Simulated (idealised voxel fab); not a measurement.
Process module in this document: voxel self aligned vias
The width of the displayed cross-section, cut, is 270 nm; its cells are square, with a size of 5 nm.
Bands, listed from the top down, are how a cross-section gets written in this document; the cross-section itself is a grid of square cells, and a band is one or more rows of them.
In this notation a band is specified by the heights of its top and bottom, in that order and in nm, after which its materials appear from left to right, each paired with its width in nm. The word "everywhere" attached to a single material means that material fills the band from edge to edge; the word "empty" stands for empty space.
Beneath 0, the wafer as received is one material, and that level is where height counting begins. The lowest band goes on downward without a bottom; it is written like "0 -> down".
Quick explanation for "30->40": the width changes in equal steps down the rows of cells, from the first number in the band's top row to the second number in its bottom row.
When a step is marked "remained the same", none of the cells in the cross-section changed during that step.
For the entry "Unvented cavities", the listed items are empty spaces with no open way to the top whose size is 8 cells or more; each item follows the pattern width x height at distance, where distance is from the left edge and all three are in nm.
On a step's line, text after the settings is the simulator commenting on that step.
Steps that use a mask can have "overlay nm" on their line. It says how far the mask sat to the right of where it was meant to be. Negative means to the left.

**The following list gives the planned process steps**
1: op RECEIVE | material Si
2: op CONFORMAL_DEP | material SiO2 | thk nm 15
3: op CONFORMAL_DEP | material SiCN | thk nm 5
4: op DIRECTIONAL_DEP | material SiO2 | thk nm 25
5: op DIRECTIONAL_DEP | material aC | thk nm 15
6: op PATTERN | tone open | mask id LINES | material resist | width nm 25 | pitch nm 65 | thk nm 35 | overlay nm 0
7: op DIRECTIONAL_ETCH | etch materials aC | depth nm 15
8: op STRIP | etch materials resist
9: op DIRECTIONAL_ETCH | etch materials SiO2 | depth nm 25
10: op STRIP | etch materials aC
11: op CONFORMAL_DEP | material TiN | thk nm 5
12: op FILL_DEP | material W | thk nm 10
13: op CMP | height nm 45
14: op SELECTIVE_ETCH | etch materials W Ru TiN | depth nm 10
15: op FILL_DEP | material SiN | thk nm 10
16: op CMP | height nm 45
17: op DIRECTIONAL_DEP | material SiO2 | thk nm 20
18: op DIRECTIONAL_DEP | material aC | thk nm 15
19: op PATTERN | tone open | mask id VIAS | material resist | width nm 35 | pitch nm 65 | thk nm 35 | overlay nm 0
20: op DIRECTIONAL_ETCH | etch materials aC | depth nm 15
21: op STRIP | etch materials resist
22: op DIRECTIONAL_ETCH | etch materials SiO2 | depth nm 20
23: op DIRECTIONAL_ETCH | etch materials SiN | depth nm 10
24: op STRIP | etch materials aC
25: op CONFORMAL_DEP | material TiN | thk nm 5
26: op FILL_DEP | material W | thk nm 10
27: op CMP | height nm 65
28: op CONFORMAL_DEP | material SiN | thk nm 5

**Incoming wafer, cross-sectional view, post step 1**
- 0 -> down  Si everywhere
- Unvented cavities: none

**Looking at the first of two wafers in cross-section at end of module - ran to plan**
- 70 -> 65  SiN everywhere
- 65 -> 50  85 SiO2  5 TiN  25 W  5 TiN  30 SiO2  5 TiN  25 W  5 TiN  85 SiO2
- 50 -> 40  85->90 SiO2  10->5 TiN  15 W  10->5 TiN  30->40 SiO2  10->5 TiN  15 W  10->5 TiN  85->90 SiO2
- 40 -> 35  90 SiO2  25 TiN  40 SiO2  25 TiN  90 SiO2
- 35 -> 25  90 SiO2  5 TiN  15 W  5 TiN  40 SiO2  5 TiN  15 W  5 TiN  90 SiO2
- 25 -> 20  90 SiO2  25 TiN  40 SiO2  25 TiN  90 SiO2
- 20 -> 15  SiCN everywhere
- 15 -> 0  SiO2 everywhere
- 0 -> down  Si everywhere
- Unvented cavities: none

**Second wafer through the module, sectioned at the end: same beginning and same plan as the first wafer, with one mistake in carrying it out**
- 70 -> 65  SiN everywhere
- 65 -> 45  85 SiO2  5 TiN  25 W  5 TiN  30 SiO2  5 TiN  25 W  5 TiN  85 SiO2
- 45 -> 40  85 SiN  10 TiN  15 W  10 TiN  30 SiN  10 TiN  15 W  10 TiN  85 SiN
- 40 -> 35  90 SiO2  25 TiN  40 SiO2  25 TiN  90 SiO2
- 35 -> 20  90 SiO2  5 TiN  15 W  5 TiN  40 SiO2  5 TiN  15 W  5 TiN  90 SiO2
- 20 -> 15  90 SiO2  25 TiN  40 SiO2  25 TiN  90 SiO2
- 15 -> 0  SiO2 everywhere
- 0 -> down  Si everywhere
- Unvented cavities: none
Misprocessing identified: plan step 3 skipped
Counted in cells at the end, the second wafer holds more or fewer of these materials than the first: SiCN -54 | SiN +40 | TiN +4 | W +10
